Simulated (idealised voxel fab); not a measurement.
A process module follows: voxel wiring stack.
Each square cell in cross-section cut measures 5 nm, and the section as a whole is 255 nm wide.
For the purposes of this document, a cross-section shall be understood as a grid of square cells, specified as bands listed in top-to-bottom order, each band consisting of one or more rows of cells.
Band entry format. Leading values: height of top, height of bottom, nm. Remainder: materials in left-to-right order, each with its width in nm. Special words: "edge to edge" on a single material, which then fills the band edge to edge; "air", empty space.
The reference from which all heights are counted is 0, the level beneath which the as-received wafer is entirely one material; the lowest band, having no lower bound, proceeds downward and is written after the example "z 0 and below".
Note: "30..40" means the width goes from the first number (top row of the band) to the second number (bottom row) in equal steps per row of cells.
Reading "nothing got changed" for a step: not a cell of the cross-section changed in it.
Trapped voids: empty space of 8 cells or more with no open way to the top, each as width x height at its distance from the left edge, in nm
Where a step's line continues beyond its settings, the continuation is a remark by the simulator itself on that step.
"overlay nm" on a masked step: distance the mask lay right of its planned place, negative for left.
So here's the lineup of process steps we planned
1 RECEIVE [material Si]
2 CONFORMAL_DEP [material SiO2] [thk nm 10]
3 CONFORMAL_DEP [material SiCN] [thk nm 5]
4 DIRECTIONAL_DEP [material SiO2] [thk nm 20]
5 MASKED_ETCH [tone open] [mask id METAL_1] [width nm 25] [pitch nm 55] [etch materials SiO2] [depth nm 20] [overlay nm 0]
6 MASKED_ETCH [tone open] [mask id METAL_1] [width nm 25] [pitch nm 55] [etch materials SiCN] [depth nm 5] [overlay nm 0]
7 CONFORMAL_DEP [material TiN] [thk nm 5]
8 FILL_DEP [material W] [thk nm 5]
9 CMP [height nm 35]
10 EPI [material Ru] [thk nm 5]
11 FILL_DEP [material SiCN] [thk nm 5]
12 DIRECTIONAL_DEP [material lowk] [thk nm 25]
13 DIRECTIONAL_DEP [material aC] [thk nm 10]
14 PATTERN [tone open] [mask id METAL_2_HOLES] [material resist] [width nm 15] [pitch nm 55] [thk nm 30] [overlay nm 0]
15 DIRECTIONAL_ETCH [etch materials aC] [depth nm 10]
16 STRIP [etch materials resist]
17 DIRECTIONAL_ETCH [etch materials lowk] [depth nm 25]
18 STRIP [etch materials aC]
19 PATTERN [tone open] [mask id METAL_2] [material resist] [width nm 25] [pitch nm 55] [thk nm 20] [overlay nm 0]
20 DIRECTIONAL_ETCH [etch materials lowk] [depth nm 15]
21 DIRECTIONAL_ETCH [etch materials SiCN] [depth nm 5]
22 STRIP [etch materials resist]
23 CONFORMAL_DEP [material TiN] [thk nm 5]
24 FILL_DEP [material Ru] [thk nm 10]
25 CMP [height nm 70]
26 CONFORMAL_DEP [material SiCN] [thk nm 5]
27 DIRECTIONAL_DEP [material lowk] [thk nm 25]
28 DIRECTIONAL_DEP [material aC] [thk nm 15]
29 PATTERN [tone open] [mask id METAL_3] [material resist] [width nm 25] [pitch nm 55] [thk nm 30] [overlay nm 0]
30 DIRECTIONAL_ETCH [etch materials aC] [depth nm 15]
31 STRIP [etch materials resist]
32 DIRECTIONAL_ETCH [etch materials lowk] [depth nm 15]
33 STRIP [etch materials aC]
34 PATTERN [tone open] [mask id METAL_3_HOLES] [material resist] [width nm 15] [pitch nm 55] [thk nm 20] [overlay nm 0]
35 DIRECTIONAL_ETCH [etch materials lowk] [depth nm 10]
36 DIRECTIONAL_ETCH [etch materials SiCN] [depth nm 5]
37 STRIP [etch materials resist]
38 CONFORMAL_DEP [material TiN] [thk nm 5]
39 FILL_DEP [material Cu] [thk nm 10]
40 CMP [height nm 100]
41 CONFORMAL_DEP [material SiN] [thk nm 5]
Wafer, first of two, run as planned
Step 1 complete: cross-section of the wafer as received
> z 0 and below = Si edge to edge
> Trapped voids: none
So this is the wafer cross-section right after step 2
> z 10 to 0 = SiO2 edge to edge
> Note: structure below 0 unchanged.
So this is the wafer cross-section right after step 3
> z 15 to 10 = SiCN edge to edge
> Note: structure below 10 unchanged.
So this is the wafer cross-section right after step 4
> z 35 to 15 = SiO2 edge to edge
> Note: structure below 15 unchanged.
So this is the wafer cross-section right after step 5
> z 35 to 15 = 60 of SiO2, then 25 of air, then 30 of SiO2, then 25 of air, then 30 of SiO2, then 25 of air, then 60 of SiO2
> Note: structure below 15 unchanged.
So this is the wafer cross-section right after step 6
> z 35 to 15 = 60 of SiO2, then 25 of air, then 30 of SiO2, then 25 of air, then 30 of SiO2, then 25 of air, then 60 of SiO2
> z 15 to 10 = 60 of SiCN, then 25 of air, then 30 of SiCN, then 25 of air, then 30 of SiCN, then 25 of air, then 60 of SiCN
> Note: structure below 10 unchanged.
So this is the wafer cross-section right after step 7
> z 40 to 35 = 65 of TiN, then 15 of air, then 40 of TiN, then 15 of air, then 40 of TiN, then 15 of air, then 65 of TiN
> z 35 to 15 = 60 of SiO2, then 5 of TiN, then 15 of air, then 5 of TiN, then 30 of SiO2, then 5 of TiN, then 15 of air, then 5 of TiN, then 30 of SiO2, then 5 of TiN, then 15 of air, then 5 of TiN, then 60 of SiO2
> z 15 to 10 = 60 of SiCN, then 25 of TiN, then 30 of SiCN, then 25 of TiN, then 30 of SiCN, then 25 of TiN, then 60 of SiCN
> Note: structure below 10 unchanged.
So this is the wafer cross-section right after step 8
> z 45 to 40 = W edge to edge
> z 40 to 35 = 65 of TiN, then 15 of W, then 40 of TiN, then 15 of W, then 40 of TiN, then 15 of W, then 65 of TiN
> z 35 to 15 = 60 of SiO2, then 5 of TiN, then 15 of W, then 5 of TiN, then 30 of SiO2, then 5 of TiN, then 15 of W, then 5 of TiN, then 30 of SiO2, then 5 of TiN, then 15 of W, then 5 of TiN, then 60 of SiO2
> Note: structure below 15 unchanged.
So this is the wafer cross-section right after step 9
> z 35 to 15 = 60 of SiO2, then 5 of TiN, then 15 of W, then 5 of TiN, then 30 of SiO2, then 5 of TiN, then 15 of W, then 5 of TiN, then 30 of SiO2, then 5 of TiN, then 15 of W, then 5 of TiN, then 60 of SiO2
> Note: structure below 15 unchanged.
So this is the wafer cross-section right after step 10
> z 40 to 35 = 55 of air, then 35 of Ru, then 20 of air, then 35 of Ru, then 20 of air, then 35 of Ru, then 55 of air
> Note: structure below 35 unchanged.
So this is the wafer cross-section right after step 11
> z 45 to 40 = SiCN edge to edge
> z 40 to 35 = 55 of SiCN, then 35 of Ru, then 20 of SiCN, then 35 of Ru, then 20 of SiCN, then 35 of Ru, then 55 of SiCN
> Note: structure below 35 unchanged.
So this is the wafer cross-section right after step 12
> z 70 to 45 = lowk edge to edge
> Note: structure below 45 unchanged.
So this is the wafer cross-section right after step 13
> z 80 to 70 = aC edge to edge
> Note: structure below 70 unchanged.
So this is the wafer cross-section right after step 14
> z 110 to 80 = 60 of resist, then 15 of air, then 40 of resist, then 15 of air, then 40 of resist, then 15 of air, then 70 of resist
> Note: structure below 80 unchanged.
So this is the wafer cross-section right after step 15
> z 100 to 80 = 60 of resist, then 15 of air, then 40 of resist, then 15 of air, then 40 of resist, then 15 of air, then 70 of resist
> z 80 to 70 = 60 of aC, then 15 of air, then 40 of aC, then 15 of air, then 40 of aC, then 15 of air, then 70 of aC
> Note: structure below 70 unchanged.
So this is the wafer cross-section right after step 16
> z 80 to 70 = 60 of aC, then 15 of air, then 40 of aC, then 15 of air, then 40 of aC, then 15 of air, then 70 of aC
> Note: structure below 70 unchanged.
So this is the wafer cross-section right after step 17
> z 80 to 70 = 60 of aC, then 15 of air, then 40 of aC, then 15 of air, then 40 of aC, then 15 of air, then 70 of aC
> z 70 to 45 = 60 of lowk, then 15 of air, then 40 of lowk, then 15 of air, then 40 of lowk, then 15 of air, then 70 of lowk
> Note: structure below 45 unchanged.
So this is the wafer cross-section right after step 18
> z 70 to 45 = 60 of lowk, then 15 of air, then 40 of lowk, then 15 of air, then 40 of lowk, then 15 of air, then 70 of lowk
> Note: structure below 45 unchanged.
So this is the wafer cross-section right after step 19
> z 90 to 70 = 60 of resist, then 25 of air, then 30 of resist, then 25 of air, then 30 of resist, then 25 of air, then 60 of resist
> Note: structure below 70 unchanged.
So this is the wafer cross-section right after step 20
> z 90 to 70 = 60 of resist, then 25 of air, then 30 of resist, then 25 of air, then 30 of resist, then 25 of air, then 60 of resist
> z 70 to 55 = 60 of lowk, then 25 of air, then 30 of lowk, then 25 of air, then 30 of lowk, then 25 of air, then 60 of lowk
> Note: structure below 55 unchanged.
So this is the wafer cross-section right after step 21
> z 90 to 70 = 60 of resist, then 25 of air, then 30 of resist, then 25 of air, then 30 of resist, then 25 of air, then 60 of resist
> z 70 to 55 = 60 of lowk, then 25 of air, then 30 of lowk, then 25 of air, then 30 of lowk, then 25 of air, then 60 of lowk
> z 55 to 45 = 60 of lowk, then 15 of air, then 40 of lowk, then 15 of air, then 40 of lowk, then 15 of air, then 70 of lowk
> z 45 to 40 = 60 of SiCN, then 15 of air, then 40 of SiCN, then 15 of air, then 40 of SiCN, then 15 of air, then 70 of SiCN
> Note: structure below 40 unchanged.
So this is the wafer cross-section right after step 22
> z 70 to 55 = 60 of lowk, then 25 of air, then 30 of lowk, then 25 of air, then 30 of lowk, then 25 of air, then 60 of lowk
> Note: structure below 55 unchanged.
So this is the wafer cross-section right after step 23
> z 75 to 70 = 65 of TiN, then 15 of air, then 40 of TiN, then 15 of air, then 40 of TiN, then 15 of air, then 65 of TiN
> z 70 to 60 = 60 of lowk, then 5 of TiN, then 15 of air, then 5 of TiN, then 30 of lowk, then 5 of TiN, then 15 of air, then 5 of TiN, then 30 of lowk, then 5 of TiN, then 15 of air, then 5 of TiN, then 60 of lowk
> z 60 to 55 = 60 of lowk, then 5 of TiN, then 5 of air, then 15 of TiN, then 30 of lowk, then 5 of TiN, then 5 of air, then 15 of TiN, then 30 of lowk, then 5 of TiN, then 5 of air, then 15 of TiN, then 60 of lowk
> z 55 to 45 = 60 of lowk, then 5 of TiN, then 5 of air, then 5 of TiN, then 40 of lowk, then 5 of TiN, then 5 of air, then 5 of TiN, then 40 of lowk, then 5 of TiN, then 5 of air, then 5 of TiN, then 70 of lowk
> z 45 to 40 = 60 of SiCN, then 15 of TiN, then 40 of SiCN, then 15 of TiN, then 40 of SiCN, then 15 of TiN, then 70 of SiCN
> Note: structure below 40 unchanged.
So this is the wafer cross-section right after step 24
> z 85 to 75 = Ru edge to edge
> z 75 to 70 = 65 of TiN, then 15 of Ru, then 40 of TiN, then 15 of Ru, then 40 of TiN, then 15 of Ru, then 65 of TiN
> z 70 to 60 = 60 of lowk, then 5 of TiN, then 15 of Ru, then 5 of TiN, then 30 of lowk, then 5 of TiN, then 15 of Ru, then 5 of TiN, then 30 of lowk, then 5 of TiN, then 15 of Ru, then 5 of TiN, then 60 of lowk
> z 60 to 55 = 60 of lowk, then 5 of TiN, then 5 of Ru, then 15 of TiN, then 30 of lowk, then 5 of TiN, then 5 of Ru, then 15 of TiN, then 30 of lowk, then 5 of TiN, then 5 of Ru, then 15 of TiN, then 60 of lowk
> z 55 to 45 = 60 of lowk, then 5 of TiN, then 5 of Ru, then 5 of TiN, then 40 of lowk, then 5 of TiN, then 5 of Ru, then 5 of TiN, then 40 of lowk, then 5 of TiN, then 5 of Ru, then 5 of TiN, then 70 of lowk
> Note: structure below 45 unchanged.
So this is the wafer cross-section right after step 25
> z 70 to 60 = 60 of lowk, then 5 of TiN, then 15 of Ru, then 5 of TiN, then 30 of lowk, then 5 of TiN, then 15 of Ru, then 5 of TiN, then 30 of lowk, then 5 of TiN, then 15 of Ru, then 5 of TiN, then 60 of lowk
> Note: structure below 60 unchanged.
So this is the wafer cross-section right after step 26
> z 75 to 70 = SiCN edge to edge
> Note: structure below 70 unchanged.
So this is the wafer cross-section right after step 27
> z 100 to 75 = lowk edge to edge
> Note: structure below 75 unchanged.
So this is the wafer cross-section right after step 28
> z 115 to 100 = aC edge to edge
> Note: structure below 100 unchanged.
So this is the wafer cross-section right after step 29
> z 145 to 115 = 60 of resist, then 25 of air, then 30 of resist, then 25 of air, then 30 of resist, then 25 of air, then 60 of resist
> Note: structure below 115 unchanged.
So this is the wafer cross-section right after step 30
> z 130 to 115 = 60 of resist, then 25 of air, then 30 of resist, then 25 of air, then 30 of resist, then 25 of air, then 60 of resist
> z 115 to 100 = 60 of aC, then 25 of air, then 30 of aC, then 25 of air, then 30 of aC, then 25 of air, then 60 of aC
> Note: structure below 100 unchanged.
So this is the wafer cross-section right after step 31
> z 115 to 100 = 60 of aC, then 25 of air, then 30 of aC, then 25 of air, then 30 of aC, then 25 of air, then 60 of aC
> Note: structure below 100 unchanged.
So this is the wafer cross-section right after step 32
> z 115 to 100 = 60 of aC, then 25 of air, then 30 of aC, then 25 of air, then 30 of aC, then 25 of air, then 60 of aC
> z 100 to 85 = 60 of lowk, then 25 of air, then 30 of lowk, then 25 of air, then 30 of lowk, then 25 of air, then 60 of lowk
> Note: structure below 85 unchanged.
So this is the wafer cross-section right after step 33
> z 100 to 85 = 60 of lowk, then 25 of air, then 30 of lowk, then 25 of air, then 30 of lowk, then 25 of air, then 60 of lowk
> Note: structure below 85 unchanged.
So this is the wafer cross-section right after step 34
> z 120 to 100 = 60 of resist, then 15 of air, then 40 of resist, then 15 of air, then 40 of resist, then 15 of air, then 70 of resist
> z 100 to 85 = 60 of lowk, then 15 of air, then 10 of resist, then 30 of lowk, then 15 of air, then 10 of resist, then 30 of lowk, then 15 of air, then 10 of resist, then 60 of lowk
> Note: structure below 85 unchanged.
So this is the wafer cross-section right after step 35
> z 120 to 100 = 60 of resist, then 15 of air, then 40 of resist, then 15 of air, then 40 of resist, then 15 of air, then 70 of resist
> z 100 to 85 = 60 of lowk, then 15 of air, then 10 of resist, then 30 of lowk, then 15 of air, then 10 of resist, then 30 of lowk, then 15 of air, then 10 of resist, then 60 of lowk
> z 85 to 75 = 60 of lowk, then 15 of air, then 40 of lowk, then 15 of air, then 40 of lowk, then 15 of air, then 70 of lowk
> Note: structure below 75 unchanged.
So this is the wafer cross-section right after step 36
> z 120 to 100 = 60 of resist, then 15 of air, then 40 of resist, then 15 of air, then 40 of resist, then 15 of air, then 70 of resist
> z 100 to 85 = 60 of lowk, then 15 of air, then 10 of resist, then 30 of lowk, then 15 of air, then 10 of resist, then 30 of lowk, then 15 of air, then 10 of resist, then 60 of lowk
> z 85 to 75 = 60 of lowk, then 15 of air, then 40 of lowk, then 15 of air, then 40 of lowk, then 15 of air, then 70 of lowk
> z 75 to 70 = 60 of SiCN, then 15 of air, then 40 of SiCN, then 15 of air, then 40 of SiCN, then 15 of air, then 70 of SiCN
> Note: structure below 70 unchanged.
So this is the wafer cross-section right after step 37
> z 100 to 85 = 60 of lowk, then 25 of air, then 30 of lowk, then 25 of air, then 30 of lowk, then 25 of air, then 60 of lowk
> Note: structure below 85 unchanged.
So this is the wafer cross-section right after step 38
> z 105 to 100 = 65 of TiN, then 15 of air, then 40 of TiN, then 15 of air, then 40 of TiN, then 15 of air, then 65 of TiN
> z 100 to 90 = 60 of lowk, then 5 of TiN, then 15 of air, then 5 of TiN, then 30 of lowk, then 5 of TiN, then 15 of air, then 5 of TiN, then 30 of lowk, then 5 of TiN, then 15 of air, then 5 of TiN, then 60 of lowk
> z 90 to 85 = 60 of lowk, then 5 of TiN, then 5 of air, then 15 of TiN, then 30 of lowk, then 5 of TiN, then 5 of air, then 15 of TiN, then 30 of lowk, then 5 of TiN, then 5 of air, then 15 of TiN, then 60 of lowk
> z 85 to 75 = 60 of lowk, then 5 of TiN, then 5 of air, then 5 of TiN, then 40 of lowk, then 5 of TiN, then 5 of air, then 5 of TiN, then 40 of lowk, then 5 of TiN, then 5 of air, then 5 of TiN, then 70 of lowk
> z 75 to 70 = 60 of SiCN, then 15 of TiN, then 40 of SiCN, then 15 of TiN, then 40 of SiCN, then 15 of TiN, then 70 of SiCN
> Note: structure below 70 unchanged.
So this is the wafer cross-section right after step 39
> z 115 to 105 = Cu edge to edge
> z 105 to 100 = 65 of TiN, then 15 of Cu, then 40 of TiN, then 15 of Cu, then 40 of TiN, then 15 of Cu, then 65 of TiN
> z 100 to 90 = 60 of lowk, then 5 of TiN, then 15 of Cu, then 5 of TiN, then 30 of lowk, then 5 of TiN, then 15 of Cu, then 5 of TiN, then 30 of lowk, then 5 of TiN, then 15 of Cu, then 5 of TiN, then 60 of lowk
> z 90 to 85 = 60 of lowk, then 5 of TiN, then 5 of Cu, then 15 of TiN, then 30 of lowk, then 5 of TiN, then 5 of Cu, then 15 of TiN, then 30 of lowk, then 5 of TiN, then 5 of Cu, then 15 of TiN, then 60 of lowk
> z 85 to 75 = 60 of lowk, then 5 of TiN, then 5 of Cu, then 5 of TiN, then 40 of lowk, then 5 of TiN, then 5 of Cu, then 5 of TiN, then 40 of lowk, then 5 of TiN, then 5 of Cu, then 5 of TiN, then 70 of lowk
> Note: structure below 75 unchanged.
So this is the wafer cross-section right after step 40
> z 100 to 90 = 60 of lowk, then 5 of TiN, then 15 of Cu, then 5 of TiN, then 30 of lowk, then 5 of TiN, then 15 of Cu, then 5 of TiN, then 30 of lowk, then 5 of TiN, then 15 of Cu, then 5 of TiN, then 60 of lowk
> Note: structure below 90 unchanged.
So this is the wafer cross-section right after step 41
> z 105 to 100 = SiN edge to edge
> Note: structure below 100 unchanged.
Second wafer, same starting conditions and recipe as the first, one mistake in executing it, nothing differs from the first up to and including step 6
X-section, second wafer, when step 7 was due to finish
> z 40 to 35 = 65 of Ru, then 15 of air, then 40 of Ru, then 15 of air, then 40 of Ru, then 15 of air, then 65 of Ru
> z 35 to 15 = 60 of SiO2, then 5 of Ru, then 15 of air, then 5 of Ru, then 30 of SiO2, then 5 of Ru, then 15 of air, then 5 of Ru, then 30 of SiO2, then 5 of Ru, then 15 of air, then 5 of Ru, then 60 of SiO2
> z 15 to 10 = 60 of SiCN, then 25 of Ru, then 30 of SiCN, then 25 of Ru, then 30 of SiCN, then 25 of Ru, then 60 of SiCN
> Note: structure below 10 unchanged.
X-section, second wafer, when step 8 was due to finish
> z 45 to 40 = W edge to edge
> z 40 to 35 = 65 of Ru, then 15 of W, then 40 of Ru, then 15 of W, then 40 of Ru, then 15 of W, then 65 of Ru
> z 35 to 15 = 60 of SiO2, then 5 of Ru, then 15 of W, then 5 of Ru, then 30 of SiO2, then 5 of Ru, then 15 of W, then 5 of Ru, then 30 of SiO2, then 5 of Ru, then 15 of W, then 5 of Ru, then 60 of SiO2
> Note: structure below 15 unchanged.
X-section, second wafer, when step 9 was due to finish
> z 35 to 15 = 60 of SiO2, then 5 of Ru, then 15 of W, then 5 of Ru, then 30 of SiO2, then 5 of Ru, then 15 of W, then 5 of Ru, then 30 of SiO2, then 5 of Ru, then 15 of W, then 5 of Ru, then 60 of SiO2
> Note: structure below 15 unchanged.
X-section, second wafer, when step 10 was due to finish
> z 40 to 35 = 55 of air, then 35 of Ru, then 20 of air, then 35 of Ru, then 20 of air, then 35 of Ru, then 55 of air
> Note: structure below 35 unchanged.
X-section, second wafer, when step 11 was due to finish
> z 45 to 40 = SiCN edge to edge
> z 40 to 35 = 55 of SiCN, then 35 of Ru, then 20 of SiCN, then 35 of Ru, then 20 of SiCN, then 35 of Ru, then 55 of SiCN
> Note: structure below 35 unchanged.
X-section, second wafer, when step 12 was due to finish
> z 70 to 45 = lowk edge to edge
> Note: structure below 45 unchanged.
X-section, second wafer, when step 13 was due to finish
> z 80 to 70 = aC edge to edge
> Note: structure below 70 unchanged.
X-section, second wafer, when step 14 was due to finish
> z 110 to 80 = 60 of resist, then 15 of air, then 40 of resist, then 15 of air, then 40 of resist, then 15 of air, then 70 of resist
> Note: structure below 80 unchanged.
X-section, second wafer, when step 15 was due to finish
> z 100 to 80 = 60 of resist, then 15 of air, then 40 of resist, then 15 of air, then 40 of resist, then 15 of air, then 70 of resist
> z 80 to 70 = 60 of aC, then 15 of air, then 40 of aC, then 15 of air, then 40 of aC, then 15 of air, then 70 of aC
> Note: structure below 70 unchanged.
X-section, second wafer, when step 16 was due to finish
> z 80 to 70 = 60 of aC, then 15 of air, then 40 of aC, then 15 of air, then 40 of aC, then 15 of air, then 70 of aC
> Note: structure below 70 unchanged.
X-section, second wafer, when step 17 was due to finish
> z 80 to 70 = 60 of aC, then 15 of air, then 40 of aC, then 15 of air, then 40 of aC, then 15 of air, then 70 of aC
> z 70 to 45 = 60 of lowk, then 15 of air, then 40 of lowk, then 15 of air, then 40 of lowk, then 15 of air, then 70 of lowk
> Note: structure below 45 unchanged.
X-section, second wafer, when step 18 was due to finish
> z 70 to 45 = 60 of lowk, then 15 of air, then 40 of lowk, then 15 of air, then 40 of lowk, then 15 of air, then 70 of lowk
> Note: structure below 45 unchanged.
X-section, second wafer, when step 19 was due to finish
> z 90 to 70 = 60 of resist, then 25 of air, then 30 of resist, then 25 of air, then 30 of resist, then 25 of air, then 60 of resist
> Note: structure below 70 unchanged.
X-section, second wafer, when step 20 was due to finish
> z 90 to 70 = 60 of resist, then 25 of air, then 30 of resist, then 25 of air, then 30 of resist, then 25 of air, then 60 of resist
> z 70 to 55 = 60 of lowk, then 25 of air, then 30 of lowk, then 25 of air, then 30 of lowk, then 25 of air, then 60 of lowk
> Note: structure below 55 unchanged.
X-section, second wafer, when step 21 was due to finish
> z 90 to 70 = 60 of resist, then 25 of air, then 30 of resist, then 25 of air, then 30 of resist, then 25 of air, then 60 of resist
> z 70 to 55 = 60 of lowk, then 25 of air, then 30 of lowk, then 25 of air, then 30 of lowk, then 25 of air, then 60 of lowk
> z 55 to 45 = 60 of lowk, then 15 of air, then 40 of lowk, then 15 of air, then 40 of lowk, then 15 of air, then 70 of lowk
> z 45 to 40 = 60 of SiCN, then 15 of air, then 40 of SiCN, then 15 of air, then 40 of SiCN, then 15 of air, then 70 of SiCN
> Note: structure below 40 unchanged.
X-section, second wafer, when step 22 was due to finish
> z 70 to 55 = 60 of lowk, then 25 of air, then 30 of lowk, then 25 of air, then 30 of lowk, then 25 of air, then 60 of lowk
> Note: structure below 55 unchanged.
X-section, second wafer, when step 23 was due to finish
> z 75 to 70 = 65 of TiN, then 15 of air, then 40 of TiN, then 15 of air, then 40 of TiN, then 15 of air, then 65 of TiN
> z 70 to 60 = 60 of lowk, then 5 of TiN, then 15 of air, then 5 of TiN, then 30 of lowk, then 5 of TiN, then 15 of air, then 5 of TiN, then 30 of lowk, then 5 of TiN, then 15 of air, then 5 of TiN, then 60 of lowk
> z 60 to 55 = 60 of lowk, then 5 of TiN, then 5 of air, then 15 of TiN, then 30 of lowk, then 5 of TiN, then 5 of air, then 15 of TiN, then 30 of lowk, then 5 of TiN, then 5 of air, then 15 of TiN, then 60 of lowk
> z 55 to 45 = 60 of lowk, then 5 of TiN, then 5 of air, then 5 of TiN, then 40 of lowk, then 5 of TiN, then 5 of air, then 5 of TiN, then 40 of lowk, then 5 of TiN, then 5 of air, then 5 of TiN, then 70 of lowk
> z 45 to 40 = 60 of SiCN, then 15 of TiN, then 40 of SiCN, then 15 of TiN, then 40 of SiCN, then 15 of TiN, then 70 of SiCN
> Note: structure below 40 unchanged.
X-section, second wafer, when step 24 was due to finish
> z 85 to 75 = Ru edge to edge
> z 75 to 70 = 65 of TiN, then 15 of Ru, then 40 of TiN, then 15 of Ru, then 40 of TiN, then 15 of Ru, then 65 of TiN
> z 70 to 60 = 60 of lowk, then 5 of TiN, then 15 of Ru, then 5 of TiN, then 30 of lowk, then 5 of TiN, then 15 of Ru, then 5 of TiN, then 30 of lowk, then 5 of TiN, then 15 of Ru, then 5 of TiN, then 60 of lowk
> z 60 to 55 = 60 of lowk, then 5 of TiN, then 5 of Ru, then 15 of TiN, then 30 of lowk, then 5 of TiN, then 5 of Ru, then 15 of TiN, then 30 of lowk, then 5 of TiN, then 5 of Ru, then 15 of TiN, then 60 of lowk
> z 55 to 45 = 60 of lowk, then 5 of TiN, then 5 of Ru, then 5 of TiN, then 40 of lowk, then 5 of TiN, then 5 of Ru, then 5 of TiN, then 40 of lowk, then 5 of TiN, then 5 of Ru, then 5 of TiN, then 70 of lowk
> Note: structure below 45 unchanged.
X-section, second wafer, when step 25 was due to finish
> z 70 to 60 = 60 of lowk, then 5 of TiN, then 15 of Ru, then 5 of TiN, then 30 of lowk, then 5 of TiN, then 15 of Ru, then 5 of TiN, then 30 of lowk, then 5 of TiN, then 15 of Ru, then 5 of TiN, then 60 of lowk
> Note: structure below 60 unchanged.
X-section, second wafer, when step 26 was due to finish
> z 75 to 70 = SiCN edge to edge
> Note: structure below 70 unchanged.
X-section, second wafer, when step 27 was due to finish
> z 100 to 75 = lowk edge to edge
> Note: structure below 75 unchanged.
X-section, second wafer, when step 28 was due to finish
> z 115 to 100 = aC edge to edge
> Note: structure below 100 unchanged.
X-section, second wafer, when step 29 was due to finish
> z 145 to 115 = 60 of resist, then 25 of air, then 30 of resist, then 25 of air, then 30 of resist, then 25 of air, then 60 of resist
> Note: structure below 115 unchanged.
X-section, second wafer, when step 30 was due to finish
> z 130 to 115 = 60 of resist, then 25 of air, then 30 of resist, then 25 of air, then 30 of resist, then 25 of air, then 60 of resist
> z 115 to 100 = 60 of aC, then 25 of air, then 30 of aC, then 25 of air, then 30 of aC, then 25 of air, then 60 of aC
> Note: structure below 100 unchanged.
X-section, second wafer, when step 31 was due to finish
> z 115 to 100 = 60 of aC, then 25 of air, then 30 of aC, then 25 of air, then 30 of aC, then 25 of air, then 60 of aC
> Note: structure below 100 unchanged.
X-section, second wafer, when step 32 was due to finish
> z 115 to 100 = 60 of aC, then 25 of air, then 30 of aC, then 25 of air, then 30 of aC, then 25 of air, then 60 of aC
> z 100 to 85 = 60 of lowk, then 25 of air, then 30 of lowk, then 25 of air, then 30 of lowk, then 25 of air, then 60 of lowk
> Note: structure below 85 unchanged.
X-section, second wafer, when step 33 was due to finish
> z 100 to 85 = 60 of lowk, then 25 of air, then 30 of lowk, then 25 of air, then 30 of lowk, then 25 of air, then 60 of lowk
> Note: structure below 85 unchanged.
X-section, second wafer, when step 34 was due to finish
> z 120 to 100 = 60 of resist, then 15 of air, then 40 of resist, then 15 of air, then 40 of resist, then 15 of air, then 70 of resist
> z 100 to 85 = 60 of lowk, then 15 of air, then 10 of resist, then 30 of lowk, then 15 of air, then 10 of resist, then 30 of lowk, then 15 of air, then 10 of resist, then 60 of lowk
> Note: structure below 85 unchanged.
X-section, second wafer, when step 35 was due to finish
> z 120 to 100 = 60 of resist, then 15 of air, then 40 of resist, then 15 of air, then 40 of resist, then 15 of air, then 70 of resist
> z 100 to 85 = 60 of lowk, then 15 of air, then 10 of resist, then 30 of lowk, then 15 of air, then 10 of resist, then 30 of lowk, then 15 of air, then 10 of resist, then 60 of lowk
> z 85 to 75 = 60 of lowk, then 15 of air, then 40 of lowk, then 15 of air, then 40 of lowk, then 15 of air, then 70 of lowk
> Note: structure below 75 unchanged.
X-section, second wafer, when step 36 was due to finish
> z 120 to 100 = 60 of resist, then 15 of air, then 40 of resist, then 15 of air, then 40 of resist, then 15 of air, then 70 of resist
> z 100 to 85 = 60 of lowk, then 15 of air, then 10 of resist, then 30 of lowk, then 15 of air, then 10 of resist, then 30 of lowk, then 15 of air, then 10 of resist, then 60 of lowk
> z 85 to 75 = 60 of lowk, then 15 of air, then 40 of lowk, then 15 of air, then 40 of lowk, then 15 of air, then 70 of lowk
> z 75 to 70 = 60 of SiCN, then 15 of air, then 40 of SiCN, then 15 of air, then 40 of SiCN, then 15 of air, then 70 of SiCN
> Note: structure below 70 unchanged.
X-section, second wafer, when step 37 was due to finish
> z 100 to 85 = 60 of lowk, then 25 of air, then 30 of lowk, then 25 of air, then 30 of lowk, then 25 of air, then 60 of lowk
> Note: structure below 85 unchanged.
X-section, second wafer, when step 38 was due to finish
> z 105 to 100 = 65 of TiN, then 15 of air, then 40 of TiN, then 15 of air, then 40 of TiN, then 15 of air, then 65 of TiN
> z 100 to 90 = 60 of lowk, then 5 of TiN, then 15 of air, then 5 of TiN, then 30 of lowk, then 5 of TiN, then 15 of air, then 5 of TiN, then 30 of lowk, then 5 of TiN, then 15 of air, then 5 of TiN, then 60 of lowk
> z 90 to 85 = 60 of lowk, then 5 of TiN, then 5 of air, then 15 of TiN, then 30 of lowk, then 5 of TiN, then 5 of air, then 15 of TiN, then 30 of lowk, then 5 of TiN, then 5 of air, then 15 of TiN, then 60 of lowk
> z 85 to 75 = 60 of lowk, then 5 of TiN, then 5 of air, then 5 of TiN, then 40 of lowk, then 5 of TiN, then 5 of air, then 5 of TiN, then 40 of lowk, then 5 of TiN, then 5 of air, then 5 of TiN, then 70 of lowk
> z 75 to 70 = 60 of SiCN, then 15 of TiN, then 40 of SiCN, then 15 of TiN, then 40 of SiCN, then 15 of TiN, then 70 of SiCN
> Note: structure below 70 unchanged.
X-section, second wafer, when step 39 was due to finish
> z 115 to 105 = Cu edge to edge
> z 105 to 100 = 65 of TiN, then 15 of Cu, then 40 of TiN, then 15 of Cu, then 40 of TiN, then 15 of Cu, then 65 of TiN
> z 100 to 90 = 60 of lowk, then 5 of TiN, then 15 of Cu, then 5 of TiN, then 30 of lowk, then 5 of TiN, then 15 of Cu, then 5 of TiN, then 30 of lowk, then 5 of TiN, then 15 of Cu, then 5 of TiN, then 60 of lowk
> z 90 to 85 = 60 of lowk, then 5 of TiN, then 5 of Cu, then 15 of TiN, then 30 of lowk, then 5 of TiN, then 5 of Cu, then 15 of TiN, then 30 of lowk, then 5 of TiN, then 5 of Cu, then 15 of TiN, then 60 of lowk
> z 85 to 75 = 60 of lowk, then 5 of TiN, then 5 of Cu, then 5 of TiN, then 40 of lowk, then 5 of TiN, then 5 of Cu, then 5 of TiN, then 40 of lowk, then 5 of TiN, then 5 of Cu, then 5 of TiN, then 70 of lowk
> Note: structure below 75 unchanged.
X-section, second wafer, when step 40 was due to finish
> z 100 to 90 = 60 of lowk, then 5 of TiN, then 15 of Cu, then 5 of TiN, then 30 of lowk, then 5 of TiN, then 15 of Cu, then 5 of TiN, then 30 of lowk, then 5 of TiN, then 15 of Cu, then 5 of TiN, then 60 of lowk
> Note: structure below 90 unchanged.
X-section, second wafer, when step 41 was due to finish
> z 105 to 100 = SiN edge to edge
> Note: structure below 100 unchanged.
So what did we get wrong on this run? step 7 was processed under conditions differing from the plan, specifically as CONFORMAL_DEP [material Ru] [thk nm 5]
In the final state, the cell counts of the second wafer exceed or fall short of those of the first for the following materials: Ru +39 | TiN -39
